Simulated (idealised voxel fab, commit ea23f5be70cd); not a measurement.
Herein follows the process module entitled voxel gate over fins.
Each square cell in cross-section cut measures 5 nm, and the section as a whole is 145 nm wide.
This document writes a cross-section as a grid whose cells are square, and gives it as bands, listed from the top down; one or more rows of cells form a band.
Per band: top height and bottom height in nm, followed by the left-to-right materials and their widths in nm; "full width" marks a single material spanning edge to edge, "blank" marks empty space.
Ref level 0: as-received wafer is one material below here. Bottom band extends down with no lower bound ("0 -> down").
So if you see something like "30 to 40" for the width, read it as the top row of the band sitting at the first number and the bottom row at the second, with every row in between moving by the same amount as the last.
"no change occurred" (step): cross-section cells unchanged, all of them.
What "Non-vented voids" gives you is every empty space of 8 cells or more that is cut off from the top. Each appears as width x height at distance, with the distance taken from the left edge and width, height and distance all in nm.
Whatever follows a step's settings on its line is a remark the simulator itself makes about that step.
"overlay nm" on a masked step: distance the mask lay right of its planned place, negative for left.
### The steps planned for the process are as follows
- 1: RECEIVE,material Si
- 2: CONFORMAL_DEP,material SiN,thk nm 5
- 3: PATTERN,tone cover,mask id FINS,material resist,width nm 15,pitch nm 35,thk nm 20,overlay nm 0
- 4: DIRECTIONAL_ETCH,etch materials SiN,depth nm 5
- 5: DIRECTIONAL_ETCH,etch materials Si,depth nm 30
- 6: STRIP,etch materials resist
- 7: OXIDIZE,depth nm 5
- 8: FILL_DEP,material SiO2,thk nm 15
- 9: CMP,height nm 5
- 10: SELECTIVE_ETCH,etch materials SiO2,depth nm 15
- 11: STRIP,etch materials SiN
- 12: CONFORMAL_DEP,material HfO2,thk nm 5
- 13: CONFORMAL_DEP,material TiN,thk nm 5
- 14: FILL_DEP,material W,thk nm 15
- 15: CMP,height nm 20
- 16: CONFORMAL_DEP,material SiN,thk nm 5
### The first of two wafers, run as planned
### As-received wafer cross-section (after step 1)
- 0 -> down  Si full width
- Non-vented voids: none
### Once step 2 is through, the wafer looks like this in cross-section
- 5 -> 0  SiN full width
- Below 0 it's all the same as before, nothing changed down there.
### Once step 3 is through, the wafer looks like this in cross-section
- 25 -> 5  blank 30 nm, then resist 15 nm, then blank 20 nm, then resist 15 nm, then blank 20 nm, then resist 15 nm, then blank 30 nm
- Below 5 it's all the same as before, nothing changed down there.
### Once step 4 is through, the wafer looks like this in cross-section
- 25 -> 5  blank 30 nm, then resist 15 nm, then blank 20 nm, then resist 15 nm, then blank 20 nm, then resist 15 nm, then blank 30 nm
- 5 -> 0  blank 30 nm, then SiN 15 nm, then blank 20 nm, then SiN 15 nm, then blank 20 nm, then SiN 15 nm, then blank 30 nm
- Below 0 it's all the same as before, nothing changed down there.
### Once step 5 is through, the wafer looks like this in cross-section
- 25 -> 5  blank 30 nm, then resist 15 nm, then blank 20 nm, then resist 15 nm, then blank 20 nm, then resist 15 nm, then blank 30 nm
- 5 -> 0  blank 30 nm, then SiN 15 nm, then blank 20 nm, then SiN 15 nm, then blank 20 nm, then SiN 15 nm, then blank 30 nm
- 0 -> -30  blank 30 nm, then Si 15 nm, then blank 20 nm, then Si 15 nm, then blank 20 nm, then Si 15 nm, then blank 30 nm
- Below -30 it's all the same as before, nothing changed down there.
### Once step 6 is through, the wafer looks like this in cross-section
- 5 -> 0  blank 30 nm, then SiN 15 nm, then blank 20 nm, then SiN 15 nm, then blank 20 nm, then SiN 15 nm, then blank 30 nm
- Below 0 it's all the same as before, nothing changed down there.
### Once step 7 is through, the wafer looks like this in cross-section
- 5 -> 0  blank 30 nm, then SiN 15 nm, then blank 20 nm, then SiN 15 nm, then blank 20 nm, then SiN 15 nm, then blank 30 nm
- 0 -> -30  blank 30 nm, then SiO2 5 nm, then Si 5 nm, then SiO2 5 nm, then blank 20 nm, then SiO2 5 nm, then Si 5 nm, then SiO2 5 nm, then blank 20 nm, then SiO2 5 nm, then Si 5 nm, then SiO2 5 nm, then blank 30 nm
- -30 -> -35  SiO2 35 nm, then Si 5 nm, then SiO2 30 nm, then Si 5 nm, then SiO2 30 nm, then Si 5 nm, then SiO2 35 nm
- Below -35 it's all the same as before, nothing changed down there.
### Once step 8 is through, the wafer looks like this in cross-section
- 20 -> 5  SiO2 full width
- 5 -> 0  SiO2 30 nm, then SiN 15 nm, then SiO2 20 nm, then SiN 15 nm, then SiO2 20 nm, then SiN 15 nm, then SiO2 30 nm
- 0 -> -35  SiO2 35 nm, then Si 5 nm, then SiO2 30 nm, then Si 5 nm, then SiO2 30 nm, then Si 5 nm, then SiO2 35 nm
- Below -35 it's all the same as before, nothing changed down there.
### Once step 9 is through, the wafer looks like this in cross-section
- 5 -> 0  SiO2 30 nm, then SiN 15 nm, then SiO2 20 nm, then SiN 15 nm, then SiO2 20 nm, then SiN 15 nm, then SiO2 30 nm
- Below 0 it's all the same as before, nothing changed down there.
### Once step 10 is through, the wafer looks like this in cross-section
- 5 -> 0  blank 30 nm, then SiN 15 nm, then blank 20 nm, then SiN 15 nm, then blank 20 nm, then SiN 15 nm, then blank 30 nm
- 0 -> -10  blank 35 nm, then Si 5 nm, then blank 30 nm, then Si 5 nm, then blank 30 nm, then Si 5 nm, then blank 35 nm
- Below -10 it's all the same as before, nothing changed down there.
### Once step 11 is through, the wafer looks like this in cross-section
- 0 -> -10  blank 35 nm, then Si 5 nm, then blank 30 nm, then Si 5 nm, then blank 30 nm, then Si 5 nm, then blank 35 nm
- Below -10 it's all the same as before, nothing changed down there.
### Once step 12 is through, the wafer looks like this in cross-section
- 5 -> 0  blank 30 nm, then HfO2 15 nm, then blank 20 nm, then HfO2 15 nm, then blank 20 nm, then HfO2 15 nm, then blank 30 nm
- 0 -> -5  blank 30 nm, then HfO2 5 nm, then Si 5 nm, then HfO2 5 nm, then blank 20 nm, then HfO2 5 nm, then Si 5 nm, then HfO2 5 nm, then blank 20 nm, then HfO2 5 nm, then Si 5 nm, then HfO2 5 nm, then blank 30 nm
- -5 -> -10  HfO2 35 nm, then Si 5 nm, then HfO2 30 nm, then Si 5 nm, then HfO2 30 nm, then Si 5 nm, then HfO2 35 nm
- Below -10 it's all the same as before, nothing changed down there.
### Once step 13 is through, the wafer looks like this in cross-section
- 10 -> 5  blank 25 nm, then TiN 25 nm, then blank 10 nm, then TiN 25 nm, then blank 10 nm, then TiN 25 nm, then blank 25 nm
- 5 -> 0  blank 25 nm, then TiN 5 nm, then HfO2 15 nm, then TiN 5 nm, then blank 10 nm, then TiN 5 nm, then HfO2 15 nm, then TiN 5 nm, then blank 10 nm, then TiN 5 nm, then HfO2 15 nm, then TiN 5 nm, then blank 25 nm
- 0 -> -5  TiN 30 nm, then HfO2 5 nm, then Si 5 nm, then HfO2 5 nm, then TiN 20 nm, then HfO2 5 nm, then Si 5 nm, then HfO2 5 nm, then TiN 20 nm, then HfO2 5 nm, then Si 5 nm, then HfO2 5 nm, then TiN 30 nm
- Below -5 it's all the same as before, nothing changed down there.
### Once step 14 is through, the wafer looks like this in cross-section
- 25 -> 10  W full width
- 10 -> 5  W 25 nm, then TiN 25 nm, then W 10 nm, then TiN 25 nm, then W 10 nm, then TiN 25 nm, then W 25 nm
- 5 -> 0  W 25 nm, then TiN 5 nm, then HfO2 15 nm, then TiN 5 nm, then W 10 nm, then TiN 5 nm, then HfO2 15 nm, then TiN 5 nm, then W 10 nm, then TiN 5 nm, then HfO2 15 nm, then TiN 5 nm, then W 25 nm
- Below 0 it's all the same as before, nothing changed down there.
### Once step 15 is through, the wafer looks like this in cross-section
- 20 -> 10  W full width
- Below 10 it's all the same as before, nothing changed down there.
### Once step 16 is through, the wafer looks like this in cross-section
- 25 -> 20  SiN full width
- Below 20 it's all the same as before, nothing changed down there.
### Second wafer - shared start and plan with the first - one error in running - same as the first up to step 12 inclusive
### Cross-section: second wafer, time at which step 13 was scheduled to end
- 20 -> 10  blank 15 nm, then TiN 115 nm, then blank 15 nm
- 10 -> 5  TiN full width
- 5 -> 0  TiN 30 nm, then HfO2 15 nm, then TiN 20 nm, then HfO2 15 nm, then TiN 20 nm, then HfO2 15 nm, then TiN 30 nm
- 0 -> -5  TiN 30 nm, then HfO2 5 nm, then Si 5 nm, then HfO2 5 nm, then TiN 20 nm, then HfO2 5 nm, then Si 5 nm, then HfO2 5 nm, then TiN 20 nm, then HfO2 5 nm, then Si 5 nm, then HfO2 5 nm, then TiN 30 nm
- Below -5 it's all the same as before, nothing changed down there.
### Cross-section: second wafer, time at which step 14 was scheduled to end
- 35 -> 20  W full width
- 20 -> 10  W 15 nm, then TiN 115 nm, then W 15 nm
- Below 10 it's all the same as before, nothing changed down there.
### Cross-section: second wafer, time at which step 15 was scheduled to end
- 20 -> 10  W 15 nm, then TiN 115 nm, then W 15 nm
- Below 10 it's all the same as before, nothing changed down there.
### Cross-section: second wafer, time at which step 16 was scheduled to end
- 25 -> 20  SiN full width
- Below 20 it's all the same as before, nothing changed down there.
Short version of what went wrong: step 13 was processed under conditions differing from the plan, specifically as CONFORMAL_DEP,material TiN,thk nm 15
The second wafer ends with more or fewer cells of some materials than the first, per final count: 74 more of TiN; 74 fewer of W
